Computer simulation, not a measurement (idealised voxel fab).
process module | voxel self aligned contacts
cross-section cut | 290 nm wide | cells 5 nm
A cross-section is a grid of square cells, given in bands from the top down. A band is one or more rows of cells.
Each band's line starts with the height of the band's top and of its bottom, in nm. Then come its materials from left to right, each with its width in nm. One material with "throughout" fills the band from edge to edge. "air" is empty space.
Height 0 is the level under which the wafer as received is all one material. The lowest band goes on downwards, as in "0 down".
A width such as "30 to 40" changes by the same amount from each row of cells to the next, from the band's top row to its bottom row.
"no change" after a step means that no cell of the cross-section changed.
closed voids: empty space of 8 cells or more with no open way to the top, each as width x height at its distance from the left edge, in nm
after a step's settings: what the simulator itself notes on the step
overlay nm, on a step with a mask: how far to the right of its planned place the mask lay; to the left if negative
plan
1 op RECEIVE | material Si
2 op CONFORMAL_DEP | material SiO2 | thk nm 5
3 op DIRECTIONAL_DEP | material polySi | thk nm 25
4 op DIRECTIONAL_DEP | material SiN | thk nm 25
5 op PATTERN | tone cover | mask id GATE | material resist | width nm 25 | pitch nm 60 | thk nm 15 | overlay nm 0
6 op DIRECTIONAL_ETCH | etch materials SiN | depth nm 25
7 op DIRECTIONAL_ETCH | etch materials polySi | depth nm 25
8 op STRIP | etch materials resist
9 op CONFORMAL_DEP | material SiN | thk nm 10
10 op DIRECTIONAL_ETCH | etch materials SiN | depth nm 10
11 op FILL_DEP | material SiO2 | thk nm 15
12 op CMP | height nm 65
13 op DIRECTIONAL_DEP | material aC | thk nm 10
14 op PATTERN | tone open | mask id CONTACT | material resist | width nm 45 | pitch nm 60 | thk nm 30 | overlay nm 0
15 op DIRECTIONAL_ETCH | etch materials aC | depth nm 10
16 op STRIP | etch materials resist
17 op DIRECTIONAL_ETCH | etch materials SiO2 | depth nm 65
18 op STRIP | etch materials aC
19 op CONFORMAL_DEP | material TiN | thk nm 5
20 op FILL_DEP | material W | thk nm 10
21 op CMP | height nm 65
22 op CONFORMAL_DEP | material SiCN | thk nm 5
as received, after step 1
  0 down: Si throughout
  closed voids: none
first wafer at the end, as planned
  70 to 65: SiCN throughout
  65 to 55: SiO2 90 | TiN 5 to 20 | W 35 to 5 | TiN 5 to 20 | SiO2 15 | TiN 5 to 20 | W 35 to 5 | TiN 5 to 20 | SiO2 95
  55 to 30: SiO2 60 | SiN 45 | TiN 5 | W 5 | TiN 5 | SiN 45 | TiN 5 | W 5 | TiN 5 | SiN 45 | SiO2 65
  30 to 5: SiO2 60 | SiN 10 | polySi 25 | SiN 10 | TiN 5 | W 5 | TiN 5 | SiN 10 | polySi 25 | SiN 10 | TiN 5 | W 5 | TiN 5 | SiN 10 | polySi 25 | SiN 10 | SiO2 65
  5 to 0: SiO2 105 | TiN 15 | SiO2 45 | TiN 15 | SiO2 110
  0 down: Si throughout
  closed voids: none
second wafer at the end: like start, like plan, one mistake
  70 to 65: SiCN throughout
  65 to 55: SiO2 100 | TiN 5 to 10 | W 35 to 5 | TiN 5 to 30 | SiO2 15 | TiN 5 to 10 | W 35 to 5 | TiN 5 to 30 | SiO2 85
  55 to 30: SiO2 60 | SiN 45 | TiN 5 | W 5 | TiN 5 | SiN 45 | TiN 5 | W 5 | TiN 5 | SiN 45 | SiO2 65
  30 to 5: SiO2 60 | SiN 10 | polySi 25 | SiN 10 | TiN 5 | W 5 | TiN 5 | SiN 10 | polySi 25 | SiN 10 | TiN 5 | W 5 | TiN 5 | SiN 10 | polySi 25 | SiN 10 | SiO2 65
  5 to 0: SiO2 105 | TiN 15 | SiO2 45 | TiN 15 | SiO2 110
  0 down: Si throughout
  closed voids: none
what went wrong: step 14 ran as: op PATTERN | tone open | mask id CONTACT | material resist | width nm 45 | pitch nm 60 | thk nm 30 | overlay nm 10
at the end the second wafer has, in cells: as many of each material as the first, in other places
